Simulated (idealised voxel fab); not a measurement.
Documented hereafter: the process module known as voxel transistor to metal.
Cross-section cut spans 215 nm and uses square cells 5 nm in size.
Square cells in a grid make up a cross-section in this document, and the grid is given as bands, listed from the top down, each one or more rows of cells.
Band: top and bottom heights (nm) first, top before bottom; then materials from left to right, widths in nm. "all across" marks a sole material filling the band edge to edge. "blank" denotes empty space.
The level at which height equals 0 is the one under which the wafer, as it arrives, is entirely one material. No lower edge exists for the bottom band, which continues downward and is notated as in "0..down".
Width "30->40": first value at the band's top row of cells, second value at its bottom row, equal change from row to row.
"remained the same" -> step changed no cross-section cell.
For the entry "Internal closed voids", the listed items are empty spaces with no open way to the top whose size is 8 cells or more; each item follows the pattern width x height at distance, where distance is from the left edge and all three are in nm.
Step line, after settings: the simulator's comment on this step.
Steps that use a mask can have "overlay nm" on their line. It says how far the mask sat to the right of where it was meant to be. Negative means to the left.
**The planned process steps are enumerated hereunder**
1: RECEIVE [material Si]
2: OXIDIZE [depth nm 5]
3: CONFORMAL_DEP [material SiN] [thk nm 15]
4: PATTERN [tone cover] [mask id ACTIVE] [material resist] [width nm 100] [thk nm 20] [overlay nm 0]
5: DIRECTIONAL_ETCH [etch materials SiN] [depth nm 15]
6: DIRECTIONAL_ETCH [etch materials SiO2] [depth nm 5]
7: DIRECTIONAL_ETCH [etch materials Si] [depth nm 20]
8: STRIP [etch materials resist]
9: FILL_DEP [material SiO2] [thk nm 15]
10: CMP [height nm 15]
11: SELECTIVE_ETCH [etch materials SiO2] [depth nm 10]
12: STRIP [etch materials SiN]
13: SELECTIVE_ETCH [etch materials SiO2] [depth nm 5]
14: OXIDIZE [depth nm 5]
15: DIRECTIONAL_DEP [material polySi] [thk nm 20]
16: DIRECTIONAL_DEP [material SiCN] [thk nm 10]
17: PATTERN [tone cover] [mask id GATE] [material resist] [width nm 20] [thk nm 15] [overlay nm 0]
18: DIRECTIONAL_ETCH [etch materials SiCN] [depth nm 20]
19: DIRECTIONAL_ETCH [etch materials polySi] [depth nm 30]
20: STRIP [etch materials resist]
21: CONFORMAL_DEP [material SiN] [thk nm 5]
22: DIRECTIONAL_ETCH [etch materials SiN] [depth nm 5]
23: DIRECTIONAL_ETCH [etch materials SiO2] [depth nm 5]
24: DIRECTIONAL_ETCH [etch materials Si] [depth nm 5]
25: EPI [material SiGe] [thk nm 5]
26: FILL_DEP [material SiO2] [thk nm 10]
27: CMP [height nm 25]
28: DIRECTIONAL_DEP [material SiO2] [thk nm 15]
29: PATTERN [tone open] [mask id CONTACT] [material resist] [width nm 30] [pitch nm 60] [thk nm 20] [overlay nm 0]
30: DIRECTIONAL_ETCH [etch materials SiO2] [depth nm 50]
31: STRIP [etch materials resist]
32: CONFORMAL_DEP [material TiN] [thk nm 5]
33: FILL_DEP [material W] [thk nm 5]
34: CMP [height nm 40]
35: DIRECTIONAL_DEP [material TiN] [thk nm 5]
36: DIRECTIONAL_DEP [material Ru] [thk nm 20]
37: PATTERN [tone cover] [mask id METAL_1] [material resist] [width nm 15] [pitch nm 75] [thk nm 15] [overlay nm 0]
38: DIRECTIONAL_ETCH [etch materials Ru] [depth nm 20]
39: DIRECTIONAL_ETCH [etch materials TiN] [depth nm 5]
40: STRIP [etch materials resist]
41: FILL_DEP [material lowk] [thk nm 10]
42: CMP [height nm 65]
43: CONFORMAL_DEP [material SiN] [thk nm 5]
**Here's what the wafer looked like in cross-section when it arrived - that's after step 1**
  0..down | Si all across
  Internal closed voids: none
**Starting structure and process plan are as shown above, but one mistake was made in running the module; the wafer cross-section at the end of the module follows**
  70..65 | SiN all across
  65..45 | lowk (60), then Ru (15), then lowk (60), then Ru (15), then lowk (65)
  45..40 | lowk (60), then TiN (15), then lowk (60), then TiN (15), then lowk (65)
  40..25 | SiO2 (60), then TiN (5), then W (20), then TiN (5), then SiO2 (30), then TiN (5), then W (20), then TiN (5), then SiO2 (65)
  25..15 | SiO2 (60), then TiN (5), then W (20), then TiN (5), then SiN (5), then SiCN (20), then SiN (5), then TiN (5), then W (20), then TiN (5), then SiO2 (65)
  15..0 | SiO2 (60), then TiN (5), then W (20), then TiN (5), then SiN (5), then polySi (20), then SiN (5), then TiN (5), then W (20), then TiN (5), then SiO2 (65)
  0..-5 | SiO2 (45), then SiN (5), then SiO2 (10), then TiN (5), then W (15), then TiN (10), then SiN (5), then polySi (20), then SiN (5), then TiN (10), then W (15), then TiN (5), then SiO2 (10), then SiN (5), then SiO2 (50)
  -5..-10 | SiO2 (60), then TiN (25), then SiGe (5), then SiO2 (30), then SiGe (5), then TiN (25), then SiO2 (65)
  -10..-15 | SiO2 (50), then SiGe (40), then Si (30), then SiGe (40), then SiO2 (55)
  -15..-25 | SiO2 (50), then Si (110), then SiO2 (55)
  -25..down | Si all across
  Internal closed voids: none
The mistake made against the process plan was this: contrary to plan, step 4 was performed as PATTERN [tone cover] [mask id ACTIVE] [material resist] [width nm 110] [thk nm 20] [overlay nm 0]
